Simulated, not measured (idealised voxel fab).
You're looking at the process module voxel ribs on slabs.
The cross-section shown here is cut; it is 250 nm wide and divided into square cells measuring 5 nm on a side.
Cross-section = grid of square cells, listed top down in bands; band = one or more rows. Read a band's entry like this: the first values are the height of its top and the height of its bottom in nm, and what follows is the sequence of materials from left to right, each with its width in nm. Note that "air" is empty space, and that a single material marked "full width" reaches across the band from edge to edge. Counting heights begins at 0, where everything beneath is, in the wafer as received, one material. The lowest band has no bottom; it goes on downwards, as "0 -> down" shows. Width spec "30->40" -> top row of cells at first value, bottom row at second value, equal per-row change in between. Reading "no change" for a step: not a cell of the cross-section changed in it. Voids not open to the top, 8 cells minimum: see "Closed void table". Written width x height at distance; distance is from the left edge; nm. Past the settings on a step's line: simulator remark, on that step. The optional step-line setting "overlay nm" applies to steps with a mask and quantifies how far to the right of its planned location the mask lay, a negative value indicating leftward placement.
-- This section lists the process steps that were planned
1 RECEIVE (material Si)
2 DIRECTIONAL_DEP (material SiO2; thk nm 20)
3 DIRECTIONAL_DEP (material polySi; thk nm 25)
4 MASKED_ETCH (tone cover; mask id RIB; width nm 20; etch materials polySi; depth nm 10; overlay nm 0)
5 PATTERN (tone cover; mask id SLAB; material resist; width nm 70; thk nm 15; overlay nm 0)
6 DIRECTIONAL_ETCH (etch materials polySi; depth nm 15)
7 STRIP (etch materials resist)
8 FILL_DEP (material SiO2; thk nm 20)
9 CMP (height nm 55)
10 DIRECTIONAL_DEP (material W; thk nm 5)
11 DIRECTIONAL_DEP (material aC; thk nm 10)
12 PATTERN (tone cover; mask id HEATER; material resist; width nm 30; thk nm 25; overlay nm -15)
13 DIRECTIONAL_ETCH (etch materials aC; depth nm 10)
14 STRIP (etch materials resist)
15 DIRECTIONAL_ETCH (etch materials W; depth nm 5)
16 STRIP (etch materials aC)
17 CONFORMAL_DEP (material SiN; thk nm 5)
For this document, wafers share an identical start and vary in the step 12 overlay nm; the plan quotes the first wafer's value.
-- Cross-section of the first of several wafers as received (after step 1)
	0 -> down | Si full width
	Closed void table: none
-- Take any row and you have a wafer at the end of the module: how many cells of each material it has gained (+) or lost (-) since it was received, and then its closed voids
overlay nm -15 | +52 SiN | +500 SiO2 | +6 W | +50 polySi | Closed void table: none
overlay nm -10 | +52 SiN | +500 SiO2 | +6 W | +50 polySi | Closed void table: none
overlay nm -5 | +52 SiN | +500 SiO2 | +6 W | +50 polySi | Closed void table: none
overlay nm 0 | +52 SiN | +500 SiO2 | +6 W | +50 polySi | Closed void table: none
overlay nm 5 | +52 SiN | +500 SiO2 | +6 W | +50 polySi | Closed void table: none
overlay nm 10 | +52 SiN | +500 SiO2 | +6 W | +50 polySi | Closed void table: none
overlay nm 15 | +52 SiN | +500 SiO2 | +6 W | +50 polySi | Closed void table: none
